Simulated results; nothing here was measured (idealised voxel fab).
Presented below is a process module, voxel self aligned vias.
Square cell edge 5 nm, section width 205 nm, ID cut.
Just so we're on the same page, the cross-sections are grids of square cells, and they're listed out in bands top to bottom, each band one or more rows deep.
Read a band's entry like this: the first values are the height of its top and the height of its bottom in nm, and what follows is the sequence of materials from left to right, each with its width in nm. Note that "blank" is empty space, and that a single material marked "edge to edge" reaches across the band from edge to edge.
For the purposes of this specification, 0 denotes the height below which the wafer in its as-received condition is composed wholly of one material, and the lowermost band, lacking a lower limit, extends downward without end, as expressed in "0 and below".
A width given as "30->40" starts at the first number in the band's top row and ends at the second number in its bottom row, shifting by an equal amount at every step from row to row.
Key: "no change" - step with no changed cell in the cross-section.
"Enclosed cavity list" means: voids of 8 cells or more that are shut off from the top with no open way through. Written width x height at distance, distance from the left edge, in nm.
What comes after the settings on a step's line is commentary from the simulator itself on that step.
overlay nm: step with mask; distance mask lay right of planned place; negative value = left of planned place.

[plan]
1: op RECEIVE | material Si
2: op CONFORMAL_DEP | material SiO2 | thk nm 15
3: op CONFORMAL_DEP | material SiCN | thk nm 5
4: op DIRECTIONAL_DEP | material SiO2 | thk nm 25
5: op MASKED_ETCH | tone open | mask id LINES | width nm 20 | pitch nm 70 | etch materials SiO2 | depth nm 25 | overlay nm 0
6: op CONFORMAL_DEP | material TiN | thk nm 5
7: op FILL_DEP | material W | thk nm 10
8: op CMP | height nm 45
9: op SELECTIVE_ETCH | etch materials W Ru TiN | depth nm 5
10: op FILL_DEP | material SiN | thk nm 5
11: op CMP | height nm 45
12: op DIRECTIONAL_DEP | material SiO2 | thk nm 15
13: op PATTERN | tone open | mask id VIAS | material resist | width nm 40 | thk nm 20 | overlay nm 0
14: op DIRECTIONAL_ETCH | etch materials SiO2 | depth nm 15
15: op DIRECTIONAL_ETCH | etch materials SiN | depth nm 5
16: op STRIP | etch materials resist
17: op CONFORMAL_DEP | material TiN | thk nm 5
18: op FILL_DEP | material W | thk nm 5
19: op CMP | height nm 50
20: op CONFORMAL_DEP | material SiN | thk nm 5
For clarity, it should be stated that the wafers under discussion commence in an identical condition and differ with respect to the height nm of step 19, the plan indicating the value that the first wafer had.

[Received wafers, first of several: cross-section after step 1]
    0 and below  Si edge to edge
    Enclosed cavity list: none

[Last step of the module is step 20; after it, the first of several wafers in cross-section]
    55 down to 50  SiN edge to edge
    50 down to 45  45 SiO2, 15 TiN, 10 W, 15 TiN, 120 SiO2
    45 down to 40  55 SiO2, 20 TiN, 50 SiO2, 20 SiN, 60 SiO2
    40 down to 25  55 SiO2, 5 TiN, 10 W, 5 TiN, 50 SiO2, 5 TiN, 10 W, 5 TiN, 60 SiO2
    25 down to 20  55 SiO2, 20 TiN, 50 SiO2, 20 TiN, 60 SiO2
    20 down to 15  SiCN edge to edge
    15 down to 0  SiO2 edge to edge
    0 and below  Si edge to edge
    Enclosed cavity list: none

[Cross-section, module end, final of several wafers]
    75 down to 70  SiN edge to edge
    70 down to 65  W edge to edge
    65 down to 60  50 TiN, 30 W, 125 TiN
    60 down to 50  45 SiO2, 5 TiN, 30 W, 5 TiN, 120 SiO2
    50 down to 45  45 SiO2, 15 TiN, 10 W, 15 TiN, 120 SiO2
    45 down to 40  55 SiO2, 20 TiN, 50 SiO2, 20 SiN, 60 SiO2
    40 down to 25  55 SiO2, 5 TiN, 10 W, 5 TiN, 50 SiO2, 5 TiN, 10 W, 5 TiN, 60 SiO2
    25 down to 20  55 SiO2, 20 TiN, 50 SiO2, 20 TiN, 60 SiO2
    20 down to 15  SiCN edge to edge
    15 down to 0  SiO2 edge to edge
    0 and below  Si edge to edge
    Enclosed cavity list: none

[Heads up, this table goes wafer by wafer. A row tells you, at the end of the module, how many cells of each material that wafer has put on (+) or dropped (-) since it was received, and then its closed voids]
height nm 50, +41 SiCN, +45 SiN, +321 SiO2, +30 TiN, +14 W, Enclosed cavity list: none
height nm 55, +41 SiCN, +45 SiN, +354 SiO2, +32 TiN, +20 W, Enclosed cavity list: none
height nm 60, +41 SiCN, +45 SiN, +387 SiO2, +34 TiN, +26 W, Enclosed cavity list: none
height nm 65, +41 SiCN, +45 SiN, +387 SiO2, +69 TiN, +32 W, Enclosed cavity list: none
height nm 70, +41 SiCN, +45 SiN, +387 SiO2, +69 TiN, +73 W, Enclosed cavity list: none
